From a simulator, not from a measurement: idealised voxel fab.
Presented below is a process module, voxel self aligned contacts.
This is section cut - it's 180 nm across, gridded in 5 nm square cells.
We lay out every cross-section as a grid of square cells and spell it out in bands from the top down, where one band means one or more rows of cells.
Band: top and bottom heights (nm) first, top before bottom; then materials from left to right, widths in nm. "throughout" marks a sole material filling the band edge to edge. "air" denotes empty space.
We count height from 0. Below that, the starting wafer is all one material. The lowest band never ends at the bottom but goes on down; see "from 0 down" for how that is written.
The two numbers in a width such as "30->40" mark its ends across the band: the first belongs to the top row of cells, the second to the bottom row, and from each row to the next the width moves by the same amount.
"no change" after a step means that no cell of the cross-section changed.
Basically, "Enclosed void list" tells you about the enclosed voids: empty spaces with no open way to the top, 8 cells or bigger, each written width x height at distance, where distance is from the left edge, all in nm.
The remark found on a step's line after its settings is issued by the simulator itself and pertains to that step.
overlay nm: for a step with a mask, the amount by which the mask lay right of where it was planned; a negative amount means left of it.

Plan
1) RECEIVE (material Si)
2) CONFORMAL_DEP (material SiO2; thk nm 5)
3) DIRECTIONAL_DEP (material polySi; thk nm 20)
4) DIRECTIONAL_DEP (material SiN; thk nm 20)
5) MASKED_ETCH (tone cover; mask id GATE; width nm 30; pitch nm 75; etch materials SiN; depth nm 20; overlay nm 0)
6) MASKED_ETCH (tone cover; mask id GATE; width nm 30; pitch nm 75; etch materials polySi; depth nm 20; overlay nm 0)
7) CONFORMAL_DEP (material SiN; thk nm 10)
8) DIRECTIONAL_ETCH (etch materials SiN; depth nm 10)
9) FILL_DEP (material SiO2; thk nm 10)
10) CMP (height nm 50)
11) PATTERN (tone open; mask id CONTACT; material resist; width nm 55; thk nm 20; overlay nm 0)
12) DIRECTIONAL_ETCH (etch materials SiO2; depth nm 50)
13) STRIP (etch materials resist)
14) CONFORMAL_DEP (material TiN; thk nm 5)
15) FILL_DEP (material Ru; thk nm 5)
16) CMP (height nm 50)
17) CONFORMAL_DEP (material SiCN; thk nm 5)

Cross-section, incoming material, after step 1
    from 0 down | Si throughout
    Enclosed void list: none

End-of-module XS, first of two wafers, run as planned
    from 55 to 50 | SiCN throughout
    from 50 to 45 | SiO2 60 / TiN 20 / Ru 15 / TiN 20 / SiO2 65
    from 45 to 25 | SiO2 25 / SiN 50 / TiN 5 / Ru 15 / TiN 5 / SiN 50 / SiO2 30
    from 25 to 5 | SiO2 25 / SiN 10 / polySi 30 / SiN 10 / TiN 5 / Ru 15 / TiN 5 / SiN 10 / polySi 30 / SiN 10 / SiO2 30
    from 5 to 0 | SiO2 75 / TiN 25 / SiO2 80
    from 0 down | Si throughout
    Enclosed void list: none

Wafer two (of two), end-of-module cross-section: start = wafer one, plan = wafer one, one run mistake
    from 55 to 50 | SiCN throughout
    from 50 to 45 | SiO2 60 / TiN 55 / SiO2 65
    from 45 to 25 | SiN 45 / SiO2 10 / SiN 65 / SiO2 10 / SiN 50
    from 25 to 5 | polySi throughout
    from 5 to 0 | SiO2 throughout
    from 0 down | Si throughout
    Enclosed void list: none
What was done differently from what was planned? step 5 was not run as planned; what actually ran was MASKED_ETCH (tone open; mask id GATE; width nm 30; pitch nm 75; etch materials SiN; depth nm 20; overlay nm 0)
at the end the second wafer has, in cells: 27 fewer of Ru; 16 more of SiN; 67 fewer of SiO2; 18 fewer of TiN; 96 more of polySi
